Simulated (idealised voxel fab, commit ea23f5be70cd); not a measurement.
Name of the process module below: voxel ribs on slabs
Section cut is 260 nm wide and gridded with 5 nm square cells.
When this document writes out a cross-section, it uses a grid of square cells and lists it as bands, beginning at the top and moving down, with a band standing for one or more rows of cells. What a band's entry tells you: where the top is and where the bottom is, as heights in nm, and after that what lies inside, material by material from left to right, each with its width in nm. Empty space is written as the word "empty", and a single material marked with the word "throughout" occupies the band from edge to edge. It should be noted that heights are counted from 0, beneath which the wafer as supplied is of one material throughout, and that the lowest band possesses no lower boundary but continues downward, as written in "0 down". So if you see something like "30 to 40" for the width, read it as the top row of the band sitting at the first number and the bottom row at the second, with every row in between moving by the same amount as the last. What does "same as before" mean for a step? It means no cell of the cross-section changed in that step. If an empty space has no open way to the top and is at least 8 cells in size, "Enclosed void listing" lists it, written width x height at distance, where distance is measured from the left edge and every value is in nm. Past the settings on a step's line: simulator remark, on that step. A step's line can hold "overlay nm"; with a mask on that step, the setting says how far right of the planned place the mask lay, while a negative setting says it lay to the left.
**Process steps foreseen in the plan**
| 1 | op RECEIVE | material Si |
| 2 | op DIRECTIONAL_DEP | material SiO2 | thk nm 30 |
| 3 | op DIRECTIONAL_DEP | material SiN | thk nm 15 |
| 4 | op PATTERN | tone cover | mask id RIB | material resist | width nm 20 | thk nm 15 | overlay nm 0 |
| 5 | op DIRECTIONAL_ETCH | etch materials SiN | depth nm 10 |
| 6 | op STRIP | etch materials resist |
| 7 | op PATTERN | tone cover | mask id SLAB | material resist | width nm 50 | thk nm 20 | overlay nm 0 |
| 8 | op DIRECTIONAL_ETCH | etch materials SiN | depth nm 5 |
| 9 | op STRIP | etch materials resist |
| 10 | op FILL_DEP | material SiO2 | thk nm 20 |
| 11 | op CMP | height nm 60 |
| 12 | op DIRECTIONAL_DEP | material W | thk nm 5 |
| 13 | op PATTERN | tone cover | mask id HEATER | material resist | width nm 30 | thk nm 20 | overlay nm 0 |
| 14 | op DIRECTIONAL_ETCH | etch materials W | depth nm 5 |
| 15 | op STRIP | etch materials resist |
| 16 | op CONFORMAL_DEP | material SiN | thk nm 10 |
**First wafer, two in total, run as planned**
**Cross-section of the incoming wafer, state after step 1**
* 0 down: Si throughout
* Enclosed void listing: none
**Cross-section of the wafer after step 2**
* 30 to 0: SiO2 throughout
* At heights below 0, the structure remains unaltered.
**Cross-section of the wafer after step 3**
* 45 to 30: SiN throughout
* At heights below 30, the structure remains unaltered.
**Cross-section of the wafer after step 4**
* 60 to 45: 120 nm empty | 20 nm resist | 120 nm empty
* At heights below 45, the structure remains unaltered.
**Cross-section of the wafer after step 5**
* 60 to 45: 120 nm empty | 20 nm resist | 120 nm empty
* 45 to 35: 120 nm empty | 20 nm SiN | 120 nm empty
* At heights below 35, the structure remains unaltered.
**Cross-section of the wafer after step 6**
* 45 to 35: 120 nm empty | 20 nm SiN | 120 nm empty
* At heights below 35, the structure remains unaltered.
**Cross-section of the wafer after step 7**
* 65 to 45: 105 nm empty | 50 nm resist | 105 nm empty
* 45 to 35: 105 nm empty | 15 nm resist | 20 nm SiN | 15 nm resist | 105 nm empty
* At heights below 35, the structure remains unaltered.
**Cross-section of the wafer after step 8**
* 65 to 45: 105 nm empty | 50 nm resist | 105 nm empty
* 45 to 35: 105 nm empty | 15 nm resist | 20 nm SiN | 15 nm resist | 105 nm empty
* 35 to 30: 105 nm empty | 50 nm SiN | 105 nm empty
* At heights below 30, the structure remains unaltered.
**Cross-section of the wafer after step 9**
* 45 to 35: 120 nm empty | 20 nm SiN | 120 nm empty
* At heights below 35, the structure remains unaltered.
**Cross-section of the wafer after step 10**
* 65 to 45: SiO2 throughout
* 45 to 35: 120 nm SiO2 | 20 nm SiN | 120 nm SiO2
* 35 to 30: 105 nm SiO2 | 50 nm SiN | 105 nm SiO2
* At heights below 30, the structure remains unaltered.
**Cross-section of the wafer after step 11**
* 60 to 45: SiO2 throughout
* At heights below 45, the structure remains unaltered.
**Cross-section of the wafer after step 12**
* 65 to 60: W throughout
* At heights below 60, the structure remains unaltered.
**Cross-section of the wafer after step 13**
* 85 to 65: 115 nm empty | 30 nm resist | 115 nm empty
* At heights below 65, the structure remains unaltered.
**Cross-section of the wafer after step 14**
* 85 to 65: 115 nm empty | 30 nm resist | 115 nm empty
* 65 to 60: 115 nm empty | 30 nm W | 115 nm empty
* At heights below 60, the structure remains unaltered.
**Cross-section of the wafer after step 15**
* 65 to 60: 115 nm empty | 30 nm W | 115 nm empty
* At heights below 60, the structure remains unaltered.
**Cross-section of the wafer after step 16**
* 75 to 70: 105 nm empty | 50 nm SiN | 105 nm empty
* 70 to 65: SiN throughout
* 65 to 60: 115 nm SiN | 30 nm W | 115 nm SiN
* At heights below 60, the structure remains unaltered.
**Second wafer, same starting state and plan as the first, one mistake in the run, identical through step 14**
**Cross-sectional representation of the second wafer at the time designated in the plan for the completion of step 15**
* 0 down: Si throughout
**Cross-sectional representation of the second wafer at the time designated in the plan for the completion of step 16**
* 10 to 0: SiN throughout
* At heights below 0, the structure remains unaltered.
It is concluded that the wafer was processed incorrectly with respect to the plan, in that step 15, actual vs plan mismatch, actual run op STRIP | etch materials SiO2
FYI, end of process, the second wafer has more or fewer cells of some materials than the first: 22 fewer of SiN, 606 fewer of SiO2, 6 fewer of W
